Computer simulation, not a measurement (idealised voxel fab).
Title: Process Module voxel trench capacitor
The figure presents cross-section cut, which has a width of 140 nm and is divided into square cells with an edge length of 5 nm.
Cross-section spec: square-cell grid; bands listed top down; each band is one or more rows.
In this notation a band is specified by the heights of its top and bottom, in that order and in nm, after which its materials appear from left to right, each paired with its width in nm. The word "all across" attached to a single material means that material fills the band from edge to edge; the word "empty" stands for empty space.
Height is counted from the level 0, under which the received wafer is composed throughout of one material. The lowest of the bands is not closed at the bottom but continues downward, in the notation "z 0 and below".
The two numbers in a width such as "30 to 40" mark its ends across the band: the first belongs to the top row of cells, the second to the bottom row, and from each row to the next the width moves by the same amount.
What does "no alteration" mean for a step? It means no cell of the cross-section changed in that step.
Each empty space that has no open way to the top and spans at least 8 cells appears under "Sealed void listing" as width x height at distance, the distance counted from the left edge, all in nm.
after a step's settings: what the simulator itself notes on the step
overlay nm: for a step with a mask, the amount by which the mask lay right of where it was planned; a negative amount means left of it.
# Planned process steps
step 1: RECEIVE (material Si)
step 2: CONFORMAL_DEP (material SiN; thk nm 10)
step 3: MASKED_ETCH (tone open; mask id TRENCH; width nm 20; pitch nm 35; etch materials SiN; depth nm 10; overlay nm 0)
step 4: MASKED_ETCH (tone open; mask id TRENCH; width nm 20; pitch nm 35; etch materials Si; depth nm 35; overlay nm 0)
step 5: CONFORMAL_DEP (material Al2O3; thk nm 5)
step 6: FILL_DEP (material polySi; thk nm 5)
step 7: CMP (height nm 10)
# Cross-section, incoming material, after step 1
> z 0 and below  Si all across
> Sealed void listing: none
# Looking at the first of two wafers in cross-section at end of module - ran to plan
> z 10 to 0  SiN 40; Al2O3 5; polySi 10; Al2O3 5; SiN 15; Al2O3 5; polySi 10; Al2O3 5; SiN 45
> z 0 to -30  Si 40; Al2O3 5; polySi 10; Al2O3 5; Si 15; Al2O3 5; polySi 10; Al2O3 5; Si 45
> z -30 to -35  Si 40; Al2O3 20; Si 15; Al2O3 20; Si 45
> z -35 and below  Si all across
> Sealed void listing: none
# second wafer at the end: like start, like plan, one mistake
> z 10 to 0  polySi 40; Al2O3 5; polySi 10; Al2O3 5; polySi 15; Al2O3 5; polySi 10; Al2O3 5; polySi 45
> z 0 to -20  Si 40; Al2O3 5; polySi 10; Al2O3 5; Si 15; Al2O3 5; polySi 10; Al2O3 5; Si 45
> z -20 to -25  Si 40; Al2O3 20; Si 15; Al2O3 20; Si 45
> z -25 and below  Si all across
> Sealed void listing: none
Misprocessing identified: step 2: run off-plan, actual operation and settings CONFORMAL_DEP (material polySi; thk nm 10)
Wafer comparison, final, in cells, second relative to first, materials more or fewer: Al2O3: 8 fewer | Si: 16 more | SiN: 40 fewer | polySi: 32 more
